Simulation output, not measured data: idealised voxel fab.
process module | voxel gate over fins
cross-section cut | 300 nm wide | cells 5 nm
A cross-section is a grid of square cells, given in bands from the top down. A band is one or more rows of cells.
Each band's line starts with the height of the band's top and of its bottom, in nm. Then come its materials from left to right, each with its width in nm. One material with "throughout" fills the band from edge to edge. "air" is empty space.
Height 0 is the level under which the wafer as received is all one material. The lowest band goes on downwards, as in "0 down".
A width such as "30 to 40" changes by the same amount from each row of cells to the next, from the band's top row to its bottom row.
"no change" after a step means that no cell of the cross-section changed.
closed voids: empty space of 8 cells or more with no open way to the top, each as width x height at its distance from the left edge, in nm
after a step's settings: what the simulator itself notes on the step
overlay nm, on a step with a mask: how far to the right of its planned place the mask lay; to the left if negative
plan
1 op RECEIVE | material Si
2 op CONFORMAL_DEP | material SiN | thk nm 10
3 op PATTERN | tone cover | mask id FINS | material resist | width nm 15 | pitch nm 40 | thk nm 15 | overlay nm -15
4 op DIRECTIONAL_ETCH | etch materials SiN | depth nm 10
5 op DIRECTIONAL_ETCH | etch materials Si | depth nm 35
6 op STRIP | etch materials resist
7 op FILL_DEP | material SiO2 | thk nm 15
8 op CMP | height nm 10
9 op SELECTIVE_ETCH | etch materials SiO2 | depth nm 25
10 op STRIP | etch materials SiN
11 op CONFORMAL_DEP | material HfO2 | thk nm 5
12 op CONFORMAL_DEP | material TiN | thk nm 5
13 op FILL_DEP | material W | thk nm 15
14 op CMP | height nm 20
15 op CONFORMAL_DEP | material SiN | thk nm 5
varied across the wafers: overlay nm of step 3. The plan shows the first wafer's value. All wafers start alike
first wafer as received, after step 1
  0 down: Si throughout
  closed voids: none
first wafer at the end, after step 15
  25 to 20: SiN throughout
  20 to 10: W throughout
  10 to 5: W 95 | TiN 35 | W 5 | TiN 35 | W 130
  5 to 0: W 95 | TiN 5 | HfO2 25 | TiN 5 | W 5 | TiN 5 | HfO2 25 | TiN 5 | W 130
  0 to -5: W 95 | TiN 5 | HfO2 5 | Si 15 | HfO2 5 | TiN 5 | W 5 | TiN 5 | HfO2 5 | Si 15 | HfO2 5 | TiN 5 | W 130
  -5 to -10: TiN 100 | HfO2 5 | Si 15 | HfO2 5 | TiN 15 | HfO2 5 | Si 15 | HfO2 5 | TiN 135
  -10 to -15: HfO2 105 | Si 15 | HfO2 25 | Si 15 | HfO2 140
  -15 to -35: SiO2 105 | Si 15 | SiO2 25 | Si 15 | SiO2 140
  -35 down: Si throughout
  closed voids: none
last wafer at the end
  25 to 20: SiN throughout
  20 to 10: W throughout
  10 to 5: W 125 | TiN 35 | W 5 | TiN 35 | W 100
  5 to 0: W 125 | TiN 5 | HfO2 25 | TiN 5 | W 5 | TiN 5 | HfO2 25 | TiN 5 | W 100
  0 to -5: W 125 | TiN 5 | HfO2 5 | Si 15 | HfO2 5 | TiN 5 | W 5 | TiN 5 | HfO2 5 | Si 15 | HfO2 5 | TiN 5 | W 100
  -5 to -10: TiN 130 | HfO2 5 | Si 15 | HfO2 5 | TiN 15 | HfO2 5 | Si 15 | HfO2 5 | TiN 105
  -10 to -15: HfO2 135 | Si 15 | HfO2 25 | Si 15 | HfO2 110
  -15 to -35: SiO2 135 | Si 15 | SiO2 25 | Si 15 | SiO2 110
  -35 down: Si throughout
  closed voids: none
each wafer at the end: cells of each material gained (+) or lost (-) since it was received, then its closed voids
overlay nm -15 | +72 HfO2 | -378 Si | +60 SiN | +216 SiO2 | +72 TiN | +258 W | closed voids: none
overlay nm -10 | +72 HfO2 | -378 Si | +60 SiN | +216 SiO2 | +72 TiN | +258 W | closed voids: none
overlay nm -5 | +72 HfO2 | -378 Si | +60 SiN | +216 SiO2 | +72 TiN | +258 W | closed voids: none
overlay nm 0 | +72 HfO2 | -378 Si | +60 SiN | +216 SiO2 | +72 TiN | +258 W | closed voids: none
overlay nm 5 | +72 HfO2 | -378 Si | +60 SiN | +216 SiO2 | +72 TiN | +258 W | closed voids: none
overlay nm 10 | +72 HfO2 | -378 Si | +60 SiN | +216 SiO2 | +72 TiN | +258 W | closed voids: none
overlay nm 15 | +72 HfO2 | -378 Si | +60 SiN | +216 SiO2 | +72 TiN | +258 W | closed voids: none
